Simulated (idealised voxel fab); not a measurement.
A process module follows: voxel spacer lines.
FYI the section here is cut, 275 nm wide, cells are 5 nm squares.
When this document writes out a cross-section, it uses a grid of square cells and lists it as bands, beginning at the top and moving down, with a band standing for one or more rows of cells.
The band entry comprises the height of the band's top followed by the height of its bottom, expressed in nm, and subsequently the band's materials from left to right, each stated together with its width in nm. Where a single material is marked with the word "throughout", that material fills the band from edge to edge. The word "air" represents empty space.
Basically, 0 is our baseline, since under it the wafer straight out of the box is all one material. The bottom band has no lower end and keeps on going down, so it looks like "top 0, no bottom".
You'd read "30..40" like this: the band's top row of cells is as wide as the first number, its bottom row is as wide as the second, and going down, every row changes width by the same amount as the row before did.
Reading "remained the same" for a step: not a cell of the cross-section changed in it.
You'll see "Unvented cavities" listing empty spaces that have no way open to the top, as long as they're 8 cells or more; the notation is width x height at distance, where the distance is from the left edge, and all of it is in nm.
Where a step's line continues beyond its settings, the continuation is a remark by the simulator itself on that step.
overlay nm: mask right of planned place by this much (step with mask). Neg. = left.
**List of planned process steps**
step 1: RECEIVE: material Si
step 2: CONFORMAL_DEP: material SiO2, thk nm 5
step 3: DIRECTIONAL_DEP: material TiN, thk nm 20
step 4: DIRECTIONAL_DEP: material polySi, thk nm 30
step 5: PATTERN: tone cover, mask id MANDREL, material resist, width nm 15, pitch nm 60, thk nm 40, overlay nm 0
step 6: DIRECTIONAL_ETCH: etch materials polySi, depth nm 30
step 7: STRIP: etch materials resist
step 8: CONFORMAL_DEP: material SiN, thk nm 15
step 9: DIRECTIONAL_ETCH: etch materials SiN, depth nm 15
step 10: STRIP: etch materials polySi
step 11: DIRECTIONAL_ETCH: etch materials TiN, depth nm 20
step 12: STRIP: etch materials SiN
**First wafer of two (run as planned)**
**As-received state of the wafer in cross-section, equivalent to post-step 1**
> top 0, no bottom = Si throughout
> Unvented cavities: none
**Wafer after step 2 (cross-section)**
> top 5, bottom 0 = SiO2 throughout
> Note: structure below 0 unchanged.
**Wafer after step 3 (cross-section)**
> top 25, bottom 5 = TiN throughout
> Note: structure below 5 unchanged.
**Wafer after step 4 (cross-section)**
> top 55, bottom 25 = polySi throughout
> Note: structure below 25 unchanged.
**Wafer after step 5 (cross-section)**
> top 95, bottom 55 = 70 air | 15 resist | 45 air | 15 resist | 45 air | 15 resist | 70 air
> Note: structure below 55 unchanged.
**Wafer after step 6 (cross-section)**
> top 95, bottom 55 = 70 air | 15 resist | 45 air | 15 resist | 45 air | 15 resist | 70 air
> top 55, bottom 25 = 70 air | 15 polySi | 45 air | 15 polySi | 45 air | 15 polySi | 70 air
> Note: structure below 25 unchanged.
**Wafer after step 7 (cross-section)**
> top 55, bottom 25 = 70 air | 15 polySi | 45 air | 15 polySi | 45 air | 15 polySi | 70 air
> Note: structure below 25 unchanged.
**Wafer after step 8 (cross-section)**
> top 70, bottom 55 = 55 air | 45 SiN | 15 air | 45 SiN | 15 air | 45 SiN | 55 air
> top 55, bottom 40 = 55 air | 15 SiN | 15 polySi | 15 SiN | 15 air | 15 SiN | 15 polySi | 15 SiN | 15 air | 15 SiN | 15 polySi | 15 SiN | 55 air
> top 40, bottom 25 = 70 SiN | 15 polySi | 45 SiN | 15 polySi | 45 SiN | 15 polySi | 70 SiN
> Note: structure below 25 unchanged.
**Wafer after step 9 (cross-section)**
> top 55, bottom 25 = 55 air | 15 SiN | 15 polySi | 15 SiN | 15 air | 15 SiN | 15 polySi | 15 SiN | 15 air | 15 SiN | 15 polySi | 15 SiN | 55 air
> Note: structure below 25 unchanged.
**Wafer after step 10 (cross-section)**
> top 55, bottom 25 = 55 air | 15 SiN | 15 air | 15 SiN | 15 air | 15 SiN | 15 air | 15 SiN | 15 air | 15 SiN | 15 air | 15 SiN | 55 air
> Note: structure below 25 unchanged.
**Wafer after step 11 (cross-section)**
> top 55, bottom 25 = 55 air | 15 SiN | 15 air | 15 SiN | 15 air | 15 SiN | 15 air | 15 SiN | 15 air | 15 SiN | 15 air | 15 SiN | 55 air
> top 25, bottom 5 = 55 air | 15 TiN | 15 air | 15 TiN | 15 air | 15 TiN | 15 air | 15 TiN | 15 air | 15 TiN | 15 air | 15 TiN | 55 air
> Note: structure below 5 unchanged.
**Wafer after step 12 (cross-section)**
> top 25, bottom 5 = 55 air | 15 TiN | 15 air | 15 TiN | 15 air | 15 TiN | 15 air | 15 TiN | 15 air | 15 TiN | 15 air | 15 TiN | 55 air
> Note: structure below 5 unchanged.
**Companion wafer, the second of two: same beginning, same intended sequence, one mistake in carrying it out; through step 7 inclusive it tracks the first exactly**
**when step 8 should have ended**
> top 70, bottom 55 = 55 air | 45 SiO2 | 15 air | 45 SiO2 | 15 air | 45 SiO2 | 55 air
> top 55, bottom 40 = 55 air | 15 SiO2 | 15 polySi | 15 SiO2 | 15 air | 15 SiO2 | 15 polySi | 15 SiO2 | 15 air | 15 SiO2 | 15 polySi | 15 SiO2 | 55 air
> top 40, bottom 25 = 70 SiO2 | 15 polySi | 45 SiO2 | 15 polySi | 45 SiO2 | 15 polySi | 70 SiO2
> Note: structure below 25 unchanged.
when step 9 should have ended: remained the same
when step 10 should have ended: remained the same
when step 11 should have ended: remained the same
when step 12 should have ended: remained the same
Against the plan, the run slipped here: not per plan at step 8, really ran CONFORMAL_DEP: material SiO2, thk nm 15
Count the cells at the end and the second wafer has more or fewer of some materials than the first: +273 SiO2, +148 TiN, +54 polySi
